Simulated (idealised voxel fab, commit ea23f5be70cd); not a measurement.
Process module under the name voxel self aligned vias
Shown is cross-section cut, with a width of 210 nm and square cells of size 5 nm.
A cross-section is written here as square cells arranged in a grid, and it is given in bands from the top down, each band taking up one or more rows of cells. Within each band entry, the heights of the top and of the bottom of the band appear first, in that order and in nm; the materials of the band then follow from left to right, each with its corresponding width in nm. The designation "everywhere" on a single material indicates that it fills the band from edge to edge; the designation "air" indicates empty space. Where do heights start? At 0: under that level the wafer as delivered is made of one material only. And the lowest band has no floor; it just carries on downward, as in "0..down". When a width is written as two numbers, as in "30 to 40", the first number is the width in the top row of cells of the band and the second is the width in its bottom row, and the width changes by the same amount from each row to the next. "remained unchanged", as given for a step, is the statement that not any cell of the cross-section underwent a change during that step. "Sealed-off cavities" enumerates empty spaces isolated from the top, with no open way to it, that contain at least 8 cells, giving each as width x height at distance from the left edge, all three in nm. Where a step's line continues beyond its settings, the continuation is a remark by the simulator itself on that step. overlay nm: mask offset rightward from planned place, masked step; negative means leftward offset.
# The planned process steps are enumerated hereunder
1,RECEIVE,material Si
2,CONFORMAL_DEP,material SiO2,thk nm 10
3,CONFORMAL_DEP,material SiCN,thk nm 5
4,DIRECTIONAL_DEP,material SiO2,thk nm 30
5,PATTERN,tone open,mask id LINES,material resist,width nm 20,pitch nm 65,thk nm 15,overlay nm 0
6,DIRECTIONAL_ETCH,etch materials SiO2,depth nm 30
7,STRIP,etch materials resist
8,CONFORMAL_DEP,material TiN,thk nm 5
9,FILL_DEP,material W,thk nm 5
10,CMP,height nm 45
11,SELECTIVE_ETCH,etch materials W Ru TiN,depth nm 5
12,FILL_DEP,material SiN,thk nm 5
13,CMP,height nm 45
14,DIRECTIONAL_DEP,material SiO2,thk nm 20
15,DIRECTIONAL_DEP,material aC,thk nm 10
16,PATTERN,tone open,mask id VIAS,material resist,width nm 40,pitch nm 130,thk nm 30,overlay nm 0
17,DIRECTIONAL_ETCH,etch materials aC,depth nm 10
18,STRIP,etch materials resist
19,DIRECTIONAL_ETCH,etch materials SiO2,depth nm 20
20,DIRECTIONAL_ETCH,etch materials SiN,depth nm 5
21,STRIP,etch materials aC
22,CONFORMAL_DEP,material TiN,thk nm 5
23,FILL_DEP,material Cu,thk nm 5
24,CMP,height nm 65
25,CONFORMAL_DEP,material SiCN,thk nm 5
# The first of two wafers, run as planned
# Wafer cross-section on receipt, i.e. after step 1
> 0..down | Si everywhere
> Sealed-off cavities: none
# Once step 2 is through, the wafer looks like this in cross-section
> 10..0 | SiO2 everywhere
> For the remainder of the cross-section, below 0, there is no change.
# Once step 3 is through, the wafer looks like this in cross-section
> 15..10 | SiCN everywhere
> For the remainder of the cross-section, below 10, there is no change.
# Once step 4 is through, the wafer looks like this in cross-section
> 45..15 | SiO2 everywhere
> For the remainder of the cross-section, below 15, there is no change.
# Once step 5 is through, the wafer looks like this in cross-section
> 60..45 | 30 of resist, then 20 of air, then 45 of resist, then 20 of air, then 45 of resist, then 20 of air, then 30 of resist
> For the remainder of the cross-section, below 45, there is no change.
# Once step 6 is through, the wafer looks like this in cross-section
> 60..45 | 30 of resist, then 20 of air, then 45 of resist, then 20 of air, then 45 of resist, then 20 of air, then 30 of resist
> 45..15 | 30 of SiO2, then 20 of air, then 45 of SiO2, then 20 of air, then 45 of SiO2, then 20 of air, then 30 of SiO2
> For the remainder of the cross-section, below 15, there is no change.
# Once step 7 is through, the wafer looks like this in cross-section
> 45..15 | 30 of SiO2, then 20 of air, then 45 of SiO2, then 20 of air, then 45 of SiO2, then 20 of air, then 30 of SiO2
> For the remainder of the cross-section, below 15, there is no change.
# Once step 8 is through, the wafer looks like this in cross-section
> 50..45 | 35 of TiN, then 10 of air, then 55 of TiN, then 10 of air, then 55 of TiN, then 10 of air, then 35 of TiN
> 45..20 | 30 of SiO2, then 5 of TiN, then 10 of air, then 5 of TiN, then 45 of SiO2, then 5 of TiN, then 10 of air, then 5 of TiN, then 45 of SiO2, then 5 of TiN, then 10 of air, then 5 of TiN, then 30 of SiO2
> 20..15 | 30 of SiO2, then 20 of TiN, then 45 of SiO2, then 20 of TiN, then 45 of SiO2, then 20 of TiN, then 30 of SiO2
> For the remainder of the cross-section, below 15, there is no change.
# Once step 9 is through, the wafer looks like this in cross-section
> 55..50 | W everywhere
> 50..45 | 35 of TiN, then 10 of W, then 55 of TiN, then 10 of W, then 55 of TiN, then 10 of W, then 35 of TiN
> 45..20 | 30 of SiO2, then 5 of TiN, then 10 of W, then 5 of TiN, then 45 of SiO2, then 5 of TiN, then 10 of W, then 5 of TiN, then 45 of SiO2, then 5 of TiN, then 10 of W, then 5 of TiN, then 30 of SiO2
> For the remainder of the cross-section, below 20, there is no change.
# Once step 10 is through, the wafer looks like this in cross-section
> 45..20 | 30 of SiO2, then 5 of TiN, then 10 of W, then 5 of TiN, then 45 of SiO2, then 5 of TiN, then 10 of W, then 5 of TiN, then 45 of SiO2, then 5 of TiN, then 10 of W, then 5 of TiN, then 30 of SiO2
> For the remainder of the cross-section, below 20, there is no change.
# Once step 11 is through, the wafer looks like this in cross-section
> 45..40 | 30 of SiO2, then 20 of air, then 45 of SiO2, then 20 of air, then 45 of SiO2, then 20 of air, then 30 of SiO2
> For the remainder of the cross-section, below 40, there is no change.
# Once step 12 is through, the wafer looks like this in cross-section
> 50..45 | SiN everywhere
> 45..40 | 30 of SiO2, then 20 of SiN, then 45 of SiO2, then 20 of SiN, then 45 of SiO2, then 20 of SiN, then 30 of SiO2
> For the remainder of the cross-section, below 40, there is no change.
# Once step 13 is through, the wafer looks like this in cross-section
> 45..40 | 30 of SiO2, then 20 of SiN, then 45 of SiO2, then 20 of SiN, then 45 of SiO2, then 20 of SiN, then 30 of SiO2
> For the remainder of the cross-section, below 40, there is no change.
# Once step 14 is through, the wafer looks like this in cross-section
> 65..45 | SiO2 everywhere
> For the remainder of the cross-section, below 45, there is no change.
# Once step 15 is through, the wafer looks like this in cross-section
> 75..65 | aC everywhere
> For the remainder of the cross-section, below 65, there is no change.
# Once step 16 is through, the wafer looks like this in cross-section
> 105..75 | 20 of resist, then 40 of air, then 90 of resist, then 40 of air, then 20 of resist
> For the remainder of the cross-section, below 75, there is no change.
# Once step 17 is through, the wafer looks like this in cross-section
> 95..75 | 20 of resist, then 40 of air, then 90 of resist, then 40 of air, then 20 of resist
> 75..65 | 20 of aC, then 40 of air, then 90 of aC, then 40 of air, then 20 of aC
> For the remainder of the cross-section, below 65, there is no change.
# Once step 18 is through, the wafer looks like this in cross-section
> 75..65 | 20 of aC, then 40 of air, then 90 of aC, then 40 of air, then 20 of aC
> For the remainder of the cross-section, below 65, there is no change.
# Once step 19 is through, the wafer looks like this in cross-section
> 75..65 | 20 of aC, then 40 of air, then 90 of aC, then 40 of air, then 20 of aC
> 65..45 | 20 of SiO2, then 40 of air, then 90 of SiO2, then 40 of air, then 20 of SiO2
> For the remainder of the cross-section, below 45, there is no change.
# Once step 20 is through, the wafer looks like this in cross-section
> 75..65 | 20 of aC, then 40 of air, then 90 of aC, then 40 of air, then 20 of aC
> 65..45 | 20 of SiO2, then 40 of air, then 90 of SiO2, then 40 of air, then 20 of SiO2
> 45..40 | 30 of SiO2, then 20 of air, then 45 of SiO2, then 20 of SiN, then 45 of SiO2, then 20 of air, then 30 of SiO2
> For the remainder of the cross-section, below 40, there is no change.
# Once step 21 is through, the wafer looks like this in cross-section
> 65..45 | 20 of SiO2, then 40 of air, then 90 of SiO2, then 40 of air, then 20 of SiO2
> For the remainder of the cross-section, below 45, there is no change.
# Once step 22 is through, the wafer looks like this in cross-section
> 70..65 | 25 of TiN, then 30 of air, then 100 of TiN, then 30 of air, then 25 of TiN
> 65..50 | 20 of SiO2, then 5 of TiN, then 30 of air, then 5 of TiN, then 90 of SiO2, then 5 of TiN, then 30 of air, then 5 of TiN, then 20 of SiO2
> 50..45 | 20 of SiO2, then 15 of TiN, then 10 of air, then 15 of TiN, then 90 of SiO2, then 15 of TiN, then 10 of air, then 15 of TiN, then 20 of SiO2
> 45..40 | 30 of SiO2, then 20 of TiN, then 45 of SiO2, then 20 of SiN, then 45 of SiO2, then 20 of TiN, then 30 of SiO2
> For the remainder of the cross-section, below 40, there is no change.
# Once step 23 is through, the wafer looks like this in cross-section
> 75..70 | Cu everywhere
> 70..65 | 25 of TiN, then 30 of Cu, then 100 of TiN, then 30 of Cu, then 25 of TiN
> 65..50 | 20 of SiO2, then 5 of TiN, then 30 of Cu, then 5 of TiN, then 90 of SiO2, then 5 of TiN, then 30 of Cu, then 5 of TiN, then 20 of SiO2
> 50..45 | 20 of SiO2, then 15 of TiN, then 10 of Cu, then 15 of TiN, then 90 of SiO2, then 15 of TiN, then 10 of Cu, then 15 of TiN, then 20 of SiO2
> For the remainder of the cross-section, below 45, there is no change.
# Once step 24 is through, the wafer looks like this in cross-section
> 65..50 | 20 of SiO2, then 5 of TiN, then 30 of Cu, then 5 of TiN, then 90 of SiO2, then 5 of TiN, then 30 of Cu, then 5 of TiN, then 20 of SiO2
> For the remainder of the cross-section, below 50, there is no change.
# Once step 25 is through, the wafer looks like this in cross-section
> 70..65 | SiCN everywhere
> For the remainder of the cross-section, below 65, there is no change.
# Second wafer. Start and plan as for the first. One mistake made in running. Agrees with the first up to and including step 3
# Planned end of step 4: second wafer, cross-section
> 40..15 | SiO2 everywhere
> For the remainder of the cross-section, below 15, there is no change.
# Planned end of step 5: second wafer, cross-section
> 55..40 | 30 of resist, then 20 of air, then 45 of resist, then 20 of air, then 45 of resist, then 20 of air, then 30 of resist
> For the remainder of the cross-section, below 40, there is no change.
# Planned end of step 6: second wafer, cross-section
> 55..40 | 30 of resist, then 20 of air, then 45 of resist, then 20 of air, then 45 of resist, then 20 of air, then 30 of resist
> 40..15 | 30 of SiO2, then 20 of air, then 45 of SiO2, then 20 of air, then 45 of SiO2, then 20 of air, then 30 of SiO2
> For the remainder of the cross-section, below 15, there is no change.
# Planned end of step 7: second wafer, cross-section
> 40..15 | 30 of SiO2, then 20 of air, then 45 of SiO2, then 20 of air, then 45 of SiO2, then 20 of air, then 30 of SiO2
> For the remainder of the cross-section, below 15, there is no change.
# Planned end of step 8: second wafer, cross-section
> 45..40 | 35 of TiN, then 10 of air, then 55 of TiN, then 10 of air, then 55 of TiN, then 10 of air, then 35 of TiN
> 40..20 | 30 of SiO2, then 5 of TiN, then 10 of air, then 5 of TiN, then 45 of SiO2, then 5 of TiN, then 10 of air, then 5 of TiN, then 45 of SiO2, then 5 of TiN, then 10 of air, then 5 of TiN, then 30 of SiO2
> 20..15 | 30 of SiO2, then 20 of TiN, then 45 of SiO2, then 20 of TiN, then 45 of SiO2, then 20 of TiN, then 30 of SiO2
> For the remainder of the cross-section, below 15, there is no change.
# Planned end of step 9: second wafer, cross-section
> 50..45 | W everywhere
> 45..40 | 35 of TiN, then 10 of W, then 55 of TiN, then 10 of W, then 55 of TiN, then 10 of W, then 35 of TiN
> 40..20 | 30 of SiO2, then 5 of TiN, then 10 of W, then 5 of TiN, then 45 of SiO2, then 5 of TiN, then 10 of W, then 5 of TiN, then 45 of SiO2, then 5 of TiN, then 10 of W, then 5 of TiN, then 30 of SiO2
> For the remainder of the cross-section, below 20, there is no change.
# Planned end of step 10: second wafer, cross-section
> 45..40 | 35 of TiN, then 10 of W, then 55 of TiN, then 10 of W, then 55 of TiN, then 10 of W, then 35 of TiN
> For the remainder of the cross-section, below 40, there is no change.
# Planned end of step 11: second wafer, cross-section
> 40..20 | 30 of SiO2, then 5 of TiN, then 10 of W, then 5 of TiN, then 45 of SiO2, then 5 of TiN, then 10 of W, then 5 of TiN, then 45 of SiO2, then 5 of TiN, then 10 of W, then 5 of TiN, then 30 of SiO2
> For the remainder of the cross-section, below 20, there is no change.
# Planned end of step 12: second wafer, cross-section
> 45..40 | SiN everywhere
> For the remainder of the cross-section, below 40, there is no change.
Planned end of step 13: second wafer, cross-section: remained unchanged
# Planned end of step 14: second wafer, cross-section
> 65..45 | SiO2 everywhere
> For the remainder of the cross-section, below 45, there is no change.
# Planned end of step 15: second wafer, cross-section
> 75..65 | aC everywhere
> For the remainder of the cross-section, below 65, there is no change.
# Planned end of step 16: second wafer, cross-section
> 105..75 | 20 of resist, then 40 of air, then 90 of resist, then 40 of air, then 20 of resist
> For the remainder of the cross-section, below 75, there is no change.
# Planned end of step 17: second wafer, cross-section
> 95..75 | 20 of resist, then 40 of air, then 90 of resist, then 40 of air, then 20 of resist
> 75..65 | 20 of aC, then 40 of air, then 90 of aC, then 40 of air, then 20 of aC
> For the remainder of the cross-section, below 65, there is no change.
# Planned end of step 18: second wafer, cross-section
> 75..65 | 20 of aC, then 40 of air, then 90 of aC, then 40 of air, then 20 of aC
> For the remainder of the cross-section, below 65, there is no change.
# Planned end of step 19: second wafer, cross-section
> 75..65 | 20 of aC, then 40 of air, then 90 of aC, then 40 of air, then 20 of aC
> 65..45 | 20 of SiO2, then 40 of air, then 90 of SiO2, then 40 of air, then 20 of SiO2
> For the remainder of the cross-section, below 45, there is no change.
# Planned end of step 20: second wafer, cross-section
> 75..65 | 20 of aC, then 40 of air, then 90 of aC, then 40 of air, then 20 of aC
> 65..45 | 20 of SiO2, then 40 of air, then 90 of SiO2, then 40 of air, then 20 of SiO2
> 45..40 | 20 of SiN, then 40 of air, then 90 of SiN, then 40 of air, then 20 of SiN
> For the remainder of the cross-section, below 40, there is no change.
# Planned end of step 21: second wafer, cross-section
> 65..45 | 20 of SiO2, then 40 of air, then 90 of SiO2, then 40 of air, then 20 of SiO2
> For the remainder of the cross-section, below 45, there is no change.
# Planned end of step 22: second wafer, cross-section
> 70..65 | 25 of TiN, then 30 of air, then 100 of TiN, then 30 of air, then 25 of TiN
> 65..45 | 20 of SiO2, then 5 of TiN, then 30 of air, then 5 of TiN, then 90 of SiO2, then 5 of TiN, then 30 of air, then 5 of TiN, then 20 of SiO2
> 45..40 | 20 of SiN, then 40 of TiN, then 90 of SiN, then 40 of TiN, then 20 of SiN
> For the remainder of the cross-section, below 40, there is no change.
# Planned end of step 23: second wafer, cross-section
> 75..70 | Cu everywhere
> 70..65 | 25 of TiN, then 30 of Cu, then 100 of TiN, then 30 of Cu, then 25 of TiN
> 65..45 | 20 of SiO2, then 5 of TiN, then 30 of Cu, then 5 of TiN, then 90 of SiO2, then 5 of TiN, then 30 of Cu, then 5 of TiN, then 20 of SiO2
> For the remainder of the cross-section, below 45, there is no change.
# Planned end of step 24: second wafer, cross-section
> 65..45 | 20 of SiO2, then 5 of TiN, then 30 of Cu, then 5 of TiN, then 90 of SiO2, then 5 of TiN, then 30 of Cu, then 5 of TiN, then 20 of SiO2
> For the remainder of the cross-section, below 45, there is no change.
# Planned end of step 25: second wafer, cross-section
> 70..65 | SiCN everywhere
> For the remainder of the cross-section, below 65, there is no change.
Plan not followed: step 4 changed vs plan, executed as DIRECTIONAL_DEP,material SiO2,thk nm 25
The closing comparison, in cells, has the second wafer with more or fewer of some materials than the first: Cu: 8 more | SiN: 22 more | SiO2: 30 fewer
